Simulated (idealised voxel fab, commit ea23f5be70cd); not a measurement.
Title: Process Module voxel ribs on slabs
The width of the displayed cross-section, cut, is 150 nm; its cells are square, with a size of 5 nm.
Cross-section = grid of square cells, listed top down in bands; band = one or more rows.
Top height, bottom height, nm. Materials left to right, width each, nm. Single material + "everywhere" = fills band edge to edge. "air" = empty.
Where do heights start? At 0: under that level the wafer as delivered is made of one material only. And the lowest band has no floor; it just carries on downward, as in "0 nm and below".
The notation "30..40" denotes a width that varies across the rows of cells in the band, beginning at the first number in the top row, finishing at the second number in the bottom row, and changing by an identical amount from each row to the next.
No cell of the cross-section changed in a step that is given as "no modification".
Closed empty spaces (no open way to the top) of 8 cells or more are what "Closed internal voids" lists, each as width x height at distance from the left edge, nm for all three.
It should be noted that, on the line of a given step, the content following the step's settings is a remark produced by the simulator itself with respect to that step.
overlay nm: for a step with a mask, the amount by which the mask lay right of where it was planned; a negative amount means left of it.
**The steps planned for the process are as follows**
1 RECEIVE: material Si
2 DIRECTIONAL_DEP: material SiO2, thk nm 25
3 DIRECTIONAL_DEP: material polySi, thk nm 15
4 DIRECTIONAL_DEP: material aC, thk nm 10
5 PATTERN: tone cover, mask id RIB, material resist, width nm 15, thk nm 25, overlay nm 0
6 DIRECTIONAL_ETCH: etch materials aC, depth nm 10
7 STRIP: etch materials resist
8 DIRECTIONAL_ETCH: etch materials polySi, depth nm 10
9 STRIP: etch materials aC
10 DIRECTIONAL_DEP: material aC, thk nm 15
11 PATTERN: tone cover, mask id SLAB, material resist, width nm 55, thk nm 35, overlay nm 0
12 DIRECTIONAL_ETCH: etch materials aC, depth nm 15
13 STRIP: etch materials resist
14 DIRECTIONAL_ETCH: etch materials polySi, depth nm 5
15 STRIP: etch materials aC
16 FILL_DEP: material SiO2, thk nm 15
17 CMP: height nm 50
18 DIRECTIONAL_DEP: material TiN, thk nm 10
19 DIRECTIONAL_DEP: material aC, thk nm 15
20 PATTERN: tone cover, mask id HEATER, material resist, width nm 25, thk nm 35, overlay nm 0
21 DIRECTIONAL_ETCH: etch materials aC, depth nm 15
22 STRIP: etch materials resist
23 DIRECTIONAL_ETCH: etch materials TiN, depth nm 10
24 STRIP: etch materials aC
25 CONFORMAL_DEP: material SiN, thk nm 5
**First wafer out of two, processed as planned**
**Cross-section of the wafer at receipt, which is the condition after step 1**
> 0 nm and below = Si everywhere
> Closed internal voids: none
**The following cross-section depicts the wafer upon completion of step 2**
> 25 nm to 0 nm = SiO2 everywhere
> For the remainder of the cross-section, below 0, there is no change.
**The following cross-section depicts the wafer upon completion of step 3**
> 40 nm to 25 nm = polySi everywhere
> For the remainder of the cross-section, below 25, there is no change.
**The following cross-section depicts the wafer upon completion of step 4**
> 50 nm to 40 nm = aC everywhere
> For the remainder of the cross-section, below 40, there is no change.
**The following cross-section depicts the wafer upon completion of step 5**
> 75 nm to 50 nm = 65 air | 15 resist | 70 air
> For the remainder of the cross-section, below 50, there is no change.
**The following cross-section depicts the wafer upon completion of step 6**
> 65 nm to 50 nm = 65 air | 15 resist | 70 air
> 50 nm to 40 nm = 65 air | 15 aC | 70 air
> For the remainder of the cross-section, below 40, there is no change.
**The following cross-section depicts the wafer upon completion of step 7**
> 50 nm to 40 nm = 65 air | 15 aC | 70 air
> For the remainder of the cross-section, below 40, there is no change.
**The following cross-section depicts the wafer upon completion of step 8**
> 50 nm to 40 nm = 65 air | 15 aC | 70 air
> 40 nm to 30 nm = 65 air | 15 polySi | 70 air
> For the remainder of the cross-section, below 30, there is no change.
**The following cross-section depicts the wafer upon completion of step 9**
> 40 nm to 30 nm = 65 air | 15 polySi | 70 air
> For the remainder of the cross-section, below 30, there is no change.
**The following cross-section depicts the wafer upon completion of step 10**
> 55 nm to 45 nm = 65 air | 15 aC | 70 air
> 45 nm to 40 nm = aC everywhere
> 40 nm to 30 nm = 65 aC | 15 polySi | 70 aC
> For the remainder of the cross-section, below 30, there is no change.
**The following cross-section depicts the wafer upon completion of step 11**
> 90 nm to 55 nm = 45 air | 55 resist | 50 air
> 55 nm to 45 nm = 45 air | 20 resist | 15 aC | 20 resist | 50 air
> For the remainder of the cross-section, below 45, there is no change.
**The following cross-section depicts the wafer upon completion of step 12**
> 75 nm to 55 nm = 45 air | 55 resist | 50 air
> 55 nm to 45 nm = 45 air | 20 resist | 15 aC | 20 resist | 50 air
> 45 nm to 40 nm = 45 air | 55 aC | 50 air
> 40 nm to 30 nm = 45 air | 20 aC | 15 polySi | 20 aC | 50 air
> For the remainder of the cross-section, below 30, there is no change.
**The following cross-section depicts the wafer upon completion of step 13**
> 55 nm to 45 nm = 65 air | 15 aC | 70 air
> For the remainder of the cross-section, below 45, there is no change.
**The following cross-section depicts the wafer upon completion of step 14**
> 55 nm to 45 nm = 65 air | 15 aC | 70 air
> 45 nm to 40 nm = 45 air | 55 aC | 50 air
> 40 nm to 30 nm = 45 air | 20 aC | 15 polySi | 20 aC | 50 air
> 30 nm to 25 nm = 45 air | 55 polySi | 50 air
> For the remainder of the cross-section, below 25, there is no change.
**The following cross-section depicts the wafer upon completion of step 15**
> 40 nm to 30 nm = 65 air | 15 polySi | 70 air
> For the remainder of the cross-section, below 30, there is no change.
**The following cross-section depicts the wafer upon completion of step 16**
> 55 nm to 40 nm = SiO2 everywhere
> 40 nm to 30 nm = 65 SiO2 | 15 polySi | 70 SiO2
> 30 nm to 25 nm = 45 SiO2 | 55 polySi | 50 SiO2
> For the remainder of the cross-section, below 25, there is no change.
**The following cross-section depicts the wafer upon completion of step 17**
> 50 nm to 40 nm = SiO2 everywhere
> For the remainder of the cross-section, below 40, there is no change.
**The following cross-section depicts the wafer upon completion of step 18**
> 60 nm to 50 nm = TiN everywhere
> For the remainder of the cross-section, below 50, there is no change.
**The following cross-section depicts the wafer upon completion of step 19**
> 75 nm to 60 nm = aC everywhere
> For the remainder of the cross-section, below 60, there is no change.
**The following cross-section depicts the wafer upon completion of step 20**
> 110 nm to 75 nm = 60 air | 25 resist | 65 air
> For the remainder of the cross-section, below 75, there is no change.
**The following cross-section depicts the wafer upon completion of step 21**
> 95 nm to 75 nm = 60 air | 25 resist | 65 air
> 75 nm to 60 nm = 60 air | 25 aC | 65 air
> For the remainder of the cross-section, below 60, there is no change.
**The following cross-section depicts the wafer upon completion of step 22**
> 75 nm to 60 nm = 60 air | 25 aC | 65 air
> For the remainder of the cross-section, below 60, there is no change.
**The following cross-section depicts the wafer upon completion of step 23**
> 75 nm to 60 nm = 60 air | 25 aC | 65 air
> 60 nm to 50 nm = 60 air | 25 TiN | 65 air
> For the remainder of the cross-section, below 50, there is no change.
**The following cross-section depicts the wafer upon completion of step 24**
> 60 nm to 50 nm = 60 air | 25 TiN | 65 air
> For the remainder of the cross-section, below 50, there is no change.
**The following cross-section depicts the wafer upon completion of step 25**
> 65 nm to 60 nm = 55 air | 35 SiN | 60 air
> 60 nm to 55 nm = 55 air | 5 SiN | 25 TiN | 5 SiN | 60 air
> 55 nm to 50 nm = 60 SiN | 25 TiN | 65 SiN
> For the remainder of the cross-section, below 50, there is no change.
**Second wafer, same starting state and plan as the first, one mistake in the run, identical through step 10**
**X-section, second wafer, when step 11 was due to finish**
> 90 nm to 55 nm = 45 resist | 55 air | 50 resist
> 55 nm to 45 nm = 45 resist | 20 air | 15 aC | 20 air | 50 resist
> For the remainder of the cross-section, below 45, there is no change.
**X-section, second wafer, when step 12 was due to finish**
> 75 nm to 45 nm = 45 resist | 55 air | 50 resist
> 45 nm to 40 nm = 45 aC | 55 air | 50 aC
> 40 nm to 30 nm = 45 aC | 20 air | 15 polySi | 20 air | 50 aC
> For the remainder of the cross-section, below 30, there is no change.
**X-section, second wafer, when step 13 was due to finish**
> 45 nm to 40 nm = 45 aC | 55 air | 50 aC
> For the remainder of the cross-section, below 40, there is no change.
**X-section, second wafer, when step 14 was due to finish**
> 45 nm to 35 nm = 45 aC | 55 air | 50 aC
> 35 nm to 30 nm = 45 aC | 20 air | 15 polySi | 20 air | 50 aC
> 30 nm to 25 nm = 45 polySi | 20 air | 15 polySi | 20 air | 50 polySi
> For the remainder of the cross-section, below 25, there is no change.
**X-section, second wafer, when step 15 was due to finish**
> 35 nm to 30 nm = 65 air | 15 polySi | 70 air
> For the remainder of the cross-section, below 30, there is no change.
**X-section, second wafer, when step 16 was due to finish**
> 50 nm to 35 nm = SiO2 everywhere
> 35 nm to 30 nm = 65 SiO2 | 15 polySi | 70 SiO2
> 30 nm to 25 nm = 45 polySi | 20 SiO2 | 15 polySi | 20 SiO2 | 50 polySi
> For the remainder of the cross-section, below 25, there is no change.
X-section, second wafer, when step 17 was due to finish: no modification
**X-section, second wafer, when step 18 was due to finish**
> 60 nm to 50 nm = TiN everywhere
> For the remainder of the cross-section, below 50, there is no change.
**X-section, second wafer, when step 19 was due to finish**
> 75 nm to 60 nm = aC everywhere
> For the remainder of the cross-section, below 60, there is no change.
**X-section, second wafer, when step 20 was due to finish**
> 110 nm to 75 nm = 60 air | 25 resist | 65 air
> For the remainder of the cross-section, below 75, there is no change.
**X-section, second wafer, when step 21 was due to finish**
> 95 nm to 75 nm = 60 air | 25 resist | 65 air
> 75 nm to 60 nm = 60 air | 25 aC | 65 air
> For the remainder of the cross-section, below 60, there is no change.
**X-section, second wafer, when step 22 was due to finish**
> 75 nm to 60 nm = 60 air | 25 aC | 65 air
> For the remainder of the cross-section, below 60, there is no change.
**X-section, second wafer, when step 23 was due to finish**
> 75 nm to 60 nm = 60 air | 25 aC | 65 air
> 60 nm to 50 nm = 60 air | 25 TiN | 65 air
> For the remainder of the cross-section, below 50, there is no change.
**X-section, second wafer, when step 24 was due to finish**
> 60 nm to 50 nm = 60 air | 25 TiN | 65 air
> For the remainder of the cross-section, below 50, there is no change.
**X-section, second wafer, when step 25 was due to finish**
> 65 nm to 60 nm = 55 air | 35 SiN | 60 air
> 60 nm to 55 nm = 55 air | 5 SiN | 25 TiN | 5 SiN | 60 air
> 55 nm to 50 nm = 60 SiN | 25 TiN | 65 SiN
> For the remainder of the cross-section, below 50, there is no change.
Which mistake was made when the wafer was run? not per plan at step 11, really ran PATTERN: tone open, mask id SLAB, material resist, width nm 55, thk nm 35, overlay nm 0
End of process, cell counts, second wafer against first, materials with more or fewer: 8 fewer of SiO2; 8 more of polySi
